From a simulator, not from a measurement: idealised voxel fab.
The following process module bears the name voxel ribs on slabs.
The width of the displayed cross-section, cut, is 295 nm; its cells are square, with a size of 5 nm.
The cross-sections in this document take the form of a grid made of square cells. They are written out as bands, in order from top to bottom. Each band consists of one or more rows of cells. Heads up on the band format: heights come first, top then bottom, in nm. After that it's the materials left to right, each with its width in nm. A single material flagged "everywhere" fills the whole band edge to edge, and "blank" means there's empty space there. Note: height 0 marks the level under which the wafer is uniformly one material as received. Lowest band unbounded below, written "0 down". With a width like "30 to 40", each row of cells in the band differs from the next by the same amount, the top row carrying the first number and the bottom row the second. Where the words "all unchanged" appear for a step, the cross-section shows no cell changed by that step; every cell remained as before. So "Closed void entries" is basically the list of trapped voids: any empty space of 8 cells or more that can't reach the top through an opening. They're written width x height at distance, the distance being from the left edge, and it's all nm. That trailing text on a step's line, after the settings, is the simulator's own remark on the step. Each step line may optionally specify "overlay nm", which for a step with a mask gives the rightward distance between the mask's planned place and where it lay, a negative value indicating the leftward direction.

The following list gives the planned process steps
1 RECEIVE, material Si
2 DIRECTIONAL_DEP, material SiO2, thk nm 25
3 DIRECTIONAL_DEP, material polySi, thk nm 15
4 PATTERN, tone cover, mask id RIB, material resist, width nm 30, thk nm 15, overlay nm 0
5 DIRECTIONAL_ETCH, etch materials polySi, depth nm 5
6 STRIP, etch materials resist
7 MASKED_ETCH, tone cover, mask id SLAB, width nm 60, etch materials polySi, depth nm 10, overlay nm 0
8 FILL_DEP, material SiO2, thk nm 20
9 CMP, height nm 55
10 DIRECTIONAL_DEP, material TiN, thk nm 5
11 MASKED_ETCH, tone cover, mask id HEATER, width nm 40, etch materials TiN, depth nm 5, overlay nm 0
12 CONFORMAL_DEP, material SiN, thk nm 5

First of two wafers: run as planned

So this is the incoming wafer in cross-section - it's already been through step 1
	0 down = Si everywhere
	Closed void entries: none

Wafer after step 2 (cross-section)
	25 to 0 = SiO2 everywhere
	No changes below 0.

Wafer after step 3 (cross-section)
	40 to 25 = polySi everywhere
	No changes below 25.

Wafer after step 4 (cross-section)
	55 to 40 = 130 blank  30 resist  135 blank
	No changes below 40.

Wafer after step 5 (cross-section)
	55 to 40 = 130 blank  30 resist  135 blank
	40 to 35 = 130 blank  30 polySi  135 blank
	No changes below 35.

Wafer after step 6 (cross-section)
	40 to 35 = 130 blank  30 polySi  135 blank
	No changes below 35.

Wafer after step 7 (cross-section)
	40 to 35 = 130 blank  30 polySi  135 blank
	35 to 25 = 115 blank  60 polySi  120 blank
	No changes below 25.

Wafer after step 8 (cross-section)
	60 to 40 = SiO2 everywhere
	40 to 35 = 130 SiO2  30 polySi  135 SiO2
	35 to 25 = 115 SiO2  60 polySi  120 SiO2
	No changes below 25.

Wafer after step 9 (cross-section)
	55 to 40 = SiO2 everywhere
	No changes below 40.

Wafer after step 10 (cross-section)
	60 to 55 = TiN everywhere
	No changes below 55.

Wafer after step 11 (cross-section)
	60 to 55 = 125 blank  40 TiN  130 blank
	No changes below 55.

Wafer after step 12 (cross-section)
	65 to 60 = 120 blank  50 SiN  125 blank
	60 to 55 = 125 SiN  40 TiN  130 SiN
	No changes below 55.

The second wafer: identical to the first at the outset and in its planned sequence, differing only in that one mistake was made during processing; up to and including step 2, its path is the first wafer's path

Look at the second wafer in cross-section at the time step 3 ought to have finished
	45 to 25 = polySi everywhere
	No changes below 25.

Look at the second wafer in cross-section at the time step 4 ought to have finished
	60 to 45 = 130 blank  30 resist  135 blank
	No changes below 45.

Look at the second wafer in cross-section at the time step 5 ought to have finished
	60 to 45 = 130 blank  30 resist  135 blank
	45 to 40 = 130 blank  30 polySi  135 blank
	No changes below 40.

Look at the second wafer in cross-section at the time step 6 ought to have finished
	45 to 40 = 130 blank  30 polySi  135 blank
	No changes below 40.

Look at the second wafer in cross-section at the time step 7 ought to have finished
	45 to 40 = 130 blank  30 polySi  135 blank
	40 to 30 = 115 blank  60 polySi  120 blank
	No changes below 30.

Look at the second wafer in cross-section at the time step 8 ought to have finished
	65 to 45 = SiO2 everywhere
	45 to 40 = 130 SiO2  30 polySi  135 SiO2
	40 to 30 = 115 SiO2  60 polySi  120 SiO2
	No changes below 30.

Look at the second wafer in cross-section at the time step 9 ought to have finished
	55 to 45 = SiO2 everywhere
	No changes below 45.

Look at the second wafer in cross-section at the time step 10 ought to have finished
	60 to 55 = TiN everywhere
	No changes below 55.

Look at the second wafer in cross-section at the time step 11 ought to have finished
	60 to 55 = 125 blank  40 TiN  130 blank
	No changes below 55.

Look at the second wafer in cross-section at the time step 12 ought to have finished
	65 to 60 = 120 blank  50 SiN  125 blank
	60 to 55 = 125 SiN  40 TiN  130 SiN
	No changes below 55.
The plan and the run diverged here: step 3 deviated from plan and actually ran as DIRECTIONAL_DEP, material polySi, thk nm 20
End of process, cell counts, second wafer against first, materials with more or fewer: SiO2: 59 fewer; polySi: 59 more
